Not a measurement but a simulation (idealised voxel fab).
Module name: voxel local oxidation (process module)
The width of the displayed cross-section, cut, is 175 nm; its cells are square, with a size of 5 nm.
We lay out every cross-section as a grid of square cells and spell it out in bands from the top down, where one band means one or more rows of cells. The entry gives the band's vertical extent as a top height and a bottom height in nm, then its horizontal make-up as materials from left to right, each with a width in nm. "blank" stands for empty space; a single material marked "throughout" fills the band edge to edge. The reference from which all heights are counted is 0, the level beneath which the as-received wafer is entirely one material; the lowest band, having no lower bound, proceeds downward and is written after the example "0..down". Graded width ("30..40"): value in top row of band = first number; value in bottom row = second number; row-to-row change constant. For the purposes of this document, the phrase "no change occurred" attached to a step denotes that no cell within the cross-section was modified by that step. Voids not open to the top, 8 cells minimum: see "Enclosed void catalog". Written width x height at distance; distance is from the left edge; nm. Note: text after step settings on the step line = simulator remark on that step. Each step line may optionally specify "overlay nm", which for a step with a mask gives the rightward distance between the mask's planned place and where it lay, a negative value indicating the leftward direction.

Plan
1: RECEIVE, material Si
2: OXIDIZE, depth nm 5
3: CONFORMAL_DEP, material SiN, thk nm 15
4: PATTERN, tone cover, mask id ACTIVE, material resist, width nm 85, thk nm 20, overlay nm 0
5: DIRECTIONAL_ETCH, etch materials SiN, depth nm 15
6: STRIP, etch materials resist
7: SELECTIVE_ETCH, etch materials SiO2, depth nm 5
8: OXIDIZE, depth nm 15
9: STRIP, etch materials SiN
The plan shows the width nm of step 4 as the first wafer had it; this setting differs between the wafers, which start out alike.

Cut through the first of several wafers as received, post step 1
* 0..down = Si throughout
* Enclosed void catalog: none

End of the module, past its last step, step 9: how the first of several wafers looks in cross-section
* 0..-5 = blank (50), then SiO2 (75), then blank (50)
* -5..-20 = SiO2 (65), then Si (45), then SiO2 (65)
* -20..down = Si throughout
* Enclosed void catalog: none

Last wafer at the end
* 0..-5 = blank (40), then SiO2 (100), then blank (35)
* -5..-20 = SiO2 (55), then Si (70), then SiO2 (50)
* -20..down = Si throughout
* Enclosed void catalog: none

The table below has one row for each wafer; a row shows, as of the end of the module, how many cells of each material the wafer has gained, marked (+), or lost, marked (-), since it was received, and then the wafer's closed voids
width nm 85; -113 Si; +93 SiO2; Enclosed void catalog: none
width nm 90; -110 Si; +91 SiO2; Enclosed void catalog: none
width nm 95; -107 Si; +89 SiO2; Enclosed void catalog: none
width nm 100; -104 Si; +87 SiO2; Enclosed void catalog: none
width nm 105; -101 Si; +85 SiO2; Enclosed void catalog: none
width nm 110; -98 Si; +83 SiO2; Enclosed void catalog: none
